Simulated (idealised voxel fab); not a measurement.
process module | voxel self aligned contacts
cross-section cut | 180 nm wide | cells 5 nm
A cross-section is a grid of square cells, given in bands from the top down. A band is one or more rows of cells.
Each band's line starts with the height of the band's top and of its bottom, in nm. Then come its materials from left to right, each with its width in nm. One material with "throughout" fills the band from edge to edge. "air" is empty space.
Height 0 is the level under which the wafer as received is all one material. The lowest band goes on downwards, as in "0 down".
A width such as "30 to 40" changes by the same amount from each row of cells to the next, from the band's top row to its bottom row.
"no change" after a step means that no cell of the cross-section changed.
closed voids: empty space of 8 cells or more with no open way to the top, each as width x height at its distance from the left edge, in nm
after a step's settings: what the simulator itself notes on the step
overlay nm, on a step with a mask: how far to the right of its planned place the mask lay; to the left if negative
plan
1 op RECEIVE | material Si
2 op CONFORMAL_DEP | material SiO2 | thk nm 5
3 op DIRECTIONAL_DEP | material polySi | thk nm 25
4 op DIRECTIONAL_DEP | material SiN | thk nm 20
5 op PATTERN | tone cover | mask id GATE | material resist | width nm 35 | pitch nm 70 | thk nm 15 | overlay nm 0
6 op DIRECTIONAL_ETCH | etch materials SiN | depth nm 20
7 op DIRECTIONAL_ETCH | etch materials polySi | depth nm 25
8 op STRIP | etch materials resist
9 op CONFORMAL_DEP | material SiN | thk nm 5
10 op DIRECTIONAL_ETCH | etch materials SiN | depth nm 5
11 op FILL_DEP | material SiO2 | thk nm 15
12 op CMP | height nm 60
13 op MASKED_ETCH | tone open | mask id CONTACT | width nm 55 | etch materials SiO2 | depth nm 60 | overlay nm 0
14 op CONFORMAL_DEP | material TiN | thk nm 5
15 op FILL_DEP | material W | thk nm 5
16 op CMP | height nm 60
17 op CONFORMAL_DEP | material SiN | thk nm 5
first wafer, as planned
as received, after step 1
  0 down: Si throughout
  closed voids: none
after step 2
  5 to 0: SiO2 throughout
  below 0: unchanged
after step 3
  30 to 5: polySi throughout
  below 5: unchanged
after step 4
  50 to 30: SiN throughout
  below 30: unchanged
after step 5
  65 to 50: air 35 | resist 35 | air 35 | resist 35 | air 40
  below 50: unchanged
after step 6
  65 to 50: air 35 | resist 35 | air 35 | resist 35 | air 40
  50 to 30: air 35 | SiN 35 | air 35 | SiN 35 | air 40
  below 30: unchanged
after step 7
  65 to 50: air 35 | resist 35 | air 35 | resist 35 | air 40
  50 to 30: air 35 | SiN 35 | air 35 | SiN 35 | air 40
  30 to 5: air 35 | polySi 35 | air 35 | polySi 35 | air 40
  below 5: unchanged
after step 8
  50 to 30: air 35 | SiN 35 | air 35 | SiN 35 | air 40
  below 30: unchanged
after step 9
  55 to 30: air 30 | SiN 45 | air 25 | SiN 45 | air 35
  30 to 10: air 30 | SiN 5 | polySi 35 | SiN 5 | air 25 | SiN 5 | polySi 35 | SiN 5 | air 35
  10 to 5: SiN 35 | polySi 35 | SiN 35 | polySi 35 | SiN 40
  below 5: unchanged
after step 10
  50 to 30: air 30 | SiN 45 | air 25 | SiN 45 | air 35
  30 to 5: air 30 | SiN 5 | polySi 35 | SiN 5 | air 25 | SiN 5 | polySi 35 | SiN 5 | air 35
  below 5: unchanged
after step 11
  65 to 50: SiO2 throughout
  50 to 30: SiO2 30 | SiN 45 | SiO2 25 | SiN 45 | SiO2 35
  30 to 5: SiO2 30 | SiN 5 | polySi 35 | SiN 5 | SiO2 25 | SiN 5 | polySi 35 | SiN 5 | SiO2 35
  below 5: unchanged
after step 12
  60 to 50: SiO2 throughout
  below 50: unchanged
after step 13
  60 to 50: SiO2 60 | air 55 | SiO2 65
  50 to 30: SiO2 30 | SiN 45 | air 25 | SiN 45 | SiO2 35
  30 to 5: SiO2 30 | SiN 5 | polySi 35 | SiN 5 | air 25 | SiN 5 | polySi 35 | SiN 5 | SiO2 35
  5 to 0: SiO2 75 | air 25 | SiO2 80
  below 0: unchanged
after step 14
  65 to 60: TiN 65 | air 45 | TiN 70
  60 to 50: SiO2 60 | TiN 5 to 20 | air 45 to 15 | TiN 5 to 20 | SiO2 65
  50 to 30: SiO2 30 | SiN 45 | TiN 5 | air 15 | TiN 5 | SiN 45 | SiO2 35
  30 to 5: SiO2 30 | SiN 5 | polySi 35 | SiN 5 | TiN 5 | air 15 | TiN 5 | SiN 5 | polySi 35 | SiN 5 | SiO2 35
  5 to 0: SiO2 75 | TiN 25 | SiO2 80
  below 0: unchanged
after step 15
  70 to 65: W throughout
  65 to 60: TiN 65 | W 45 | TiN 70
  60 to 50: SiO2 60 | TiN 5 to 20 | W 45 to 15 | TiN 5 to 20 | SiO2 65
  50 to 30: SiO2 30 | SiN 45 | TiN 5 | W 15 | TiN 5 | SiN 45 | SiO2 35
  30 to 5: SiO2 30 | SiN 5 | polySi 35 | SiN 5 | TiN 5 | W 15 | TiN 5 | SiN 5 | polySi 35 | SiN 5 | SiO2 35
  below 5: unchanged
after step 16
  60 to 50: SiO2 60 | TiN 5 to 20 | W 45 to 15 | TiN 5 to 20 | SiO2 65
  below 50: unchanged
after step 17
  65 to 60: SiN throughout
  below 60: unchanged
second wafer: like start, like plan, one mistake. Through step 2 it matches the first wafer
when step 3 should have ended
  30 to 5: W throughout
  below 5: unchanged
when step 4 should have ended
  50 to 30: SiN throughout
  below 30: unchanged
when step 5 should have ended
  65 to 50: air 35 | resist 35 | air 35 | resist 35 | air 40
  below 50: unchanged
when step 6 should have ended
  65 to 50: air 35 | resist 35 | air 35 | resist 35 | air 40
  50 to 30: air 35 | SiN 35 | air 35 | SiN 35 | air 40
  below 30: unchanged
when step 7 should have ended: no change
when step 8 should have ended
  50 to 30: air 35 | SiN 35 | air 35 | SiN 35 | air 40
  below 30: unchanged
when step 9 should have ended
  55 to 35: air 30 | SiN 45 | air 25 | SiN 45 | air 35
  35 to 30: SiN throughout
  below 30: unchanged
when step 10 should have ended
  50 to 30: air 30 | SiN 45 | air 25 | SiN 45 | air 35
  below 30: unchanged
when step 11 should have ended
  65 to 50: SiO2 throughout
  50 to 30: SiO2 30 | SiN 45 | SiO2 25 | SiN 45 | SiO2 35
  below 30: unchanged
when step 12 should have ended
  60 to 50: SiO2 throughout
  below 50: unchanged
when step 13 should have ended
  60 to 50: SiO2 60 | air 55 | SiO2 65
  50 to 30: SiO2 30 | SiN 45 | air 25 | SiN 45 | SiO2 35
  below 30: unchanged
when step 14 should have ended
  65 to 60: TiN 65 | air 45 | TiN 70
  60 to 50: SiO2 60 | TiN 5 to 20 | air 45 to 15 | TiN 5 to 20 | SiO2 65
  50 to 35: SiO2 30 | SiN 45 | TiN 5 | air 15 | TiN 5 | SiN 45 | SiO2 35
  35 to 30: SiO2 30 | SiN 45 | TiN 25 | SiN 45 | SiO2 35
  below 30: unchanged
when step 15 should have ended
  70 to 65: W throughout
  65 to 60: TiN 65 | W 45 | TiN 70
  60 to 50: SiO2 60 | TiN 5 to 20 | W 45 to 15 | TiN 5 to 20 | SiO2 65
  50 to 35: SiO2 30 | SiN 45 | TiN 5 | W 15 | TiN 5 | SiN 45 | SiO2 35
  below 35: unchanged
when step 16 should have ended
  60 to 50: SiO2 60 | TiN 5 to 20 | W 45 to 15 | TiN 5 to 20 | SiO2 65
  below 50: unchanged
when step 17 should have ended
  65 to 60: SiN throughout
  below 60: unchanged
what went wrong: step 3 ran as: op DIRECTIONAL_DEP | material W | thk nm 25
at the end the second wafer has, in cells: 20 fewer of SiN | 60 fewer of SiO2 | 12 fewer of TiN | 162 more of W | 70 fewer of polySi
